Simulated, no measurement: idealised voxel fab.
process module | voxel quadruple lines
cross-section cut | 180 nm wide | cells 5 nm
A cross-section is a grid of square cells, given in bands from the top down. A band is one or more rows of cells.
Each band's line starts with the height of the band's top and of its bottom, in nm. Then come its materials from left to right, each with its width in nm. One material with "throughout" fills the band from edge to edge. "air" is empty space.
Height 0 is the level under which the wafer as received is all one material. The lowest band goes on downwards, as in "0 down".
A width such as "30 to 40" changes by the same amount from each row of cells to the next, from the band's top row to its bottom row.
"no change" after a step means that no cell of the cross-section changed.
closed voids: empty space of 8 cells or more with no open way to the top, each as width x height at its distance from the left edge, in nm
after a step's settings: what the simulator itself notes on the step
overlay nm, on a step with a mask: how far to the right of its planned place the mask lay; to the left if negative
plan
1 op RECEIVE | material Si
2 op CONFORMAL_DEP | material Al2O3 | thk nm 5
3 op DIRECTIONAL_DEP | material TiN | thk nm 10
4 op DIRECTIONAL_DEP | material polySi | thk nm 15
5 op DIRECTIONAL_DEP | material aC | thk nm 25
6 op PATTERN | tone cover | mask id MANDREL | material resist | width nm 25 | thk nm 35 | overlay nm 0
7 op DIRECTIONAL_ETCH | etch materials aC | depth nm 25
8 op STRIP | etch materials resist
9 op CONFORMAL_DEP | material SiO2 | thk nm 15
10 op DIRECTIONAL_ETCH | etch materials SiO2 | depth nm 5
11 op STRIP | etch materials aC
12 op DIRECTIONAL_ETCH | etch materials polySi | depth nm 15
13 op STRIP | etch materials SiO2
14 op CONFORMAL_DEP | material SiCN | thk nm 5
15 op DIRECTIONAL_ETCH | etch materials SiCN | depth nm 5
16 op STRIP | etch materials polySi
17 op DIRECTIONAL_ETCH | etch materials TiN | depth nm 10
18 op STRIP | etch materials SiCN
varied across the wafers: depth nm of step 10. The plan shows the first wafer's value. All wafers start alike
first wafer as received, after step 1
  0 down: Si throughout
  closed voids: none
first wafer at the end, after step 18
  5 to 0: Al2O3 throughout
  0 down: Si throughout
  closed voids: none
last wafer at the end
  15 to 5: air 55 | TiN 5 | air 15 | TiN 5 | air 15 | TiN 5 | air 15 | TiN 5 | air 60
  5 to 0: Al2O3 throughout
  0 down: Si throughout
  closed voids: none
each wafer at the end: cells of each material gained (+) or lost (-) since it was received, then its closed voids
depth nm 5 | +36 Al2O3 | closed voids: none
depth nm 10 | +36 Al2O3 | closed voids: none
depth nm 15 | +36 Al2O3 | +8 TiN | closed voids: none
depth nm 20 | +36 Al2O3 | +8 TiN | closed voids: none
depth nm 25 | +36 Al2O3 | +8 TiN | closed voids: none
depth nm 30 | +36 Al2O3 | +8 TiN | closed voids: none
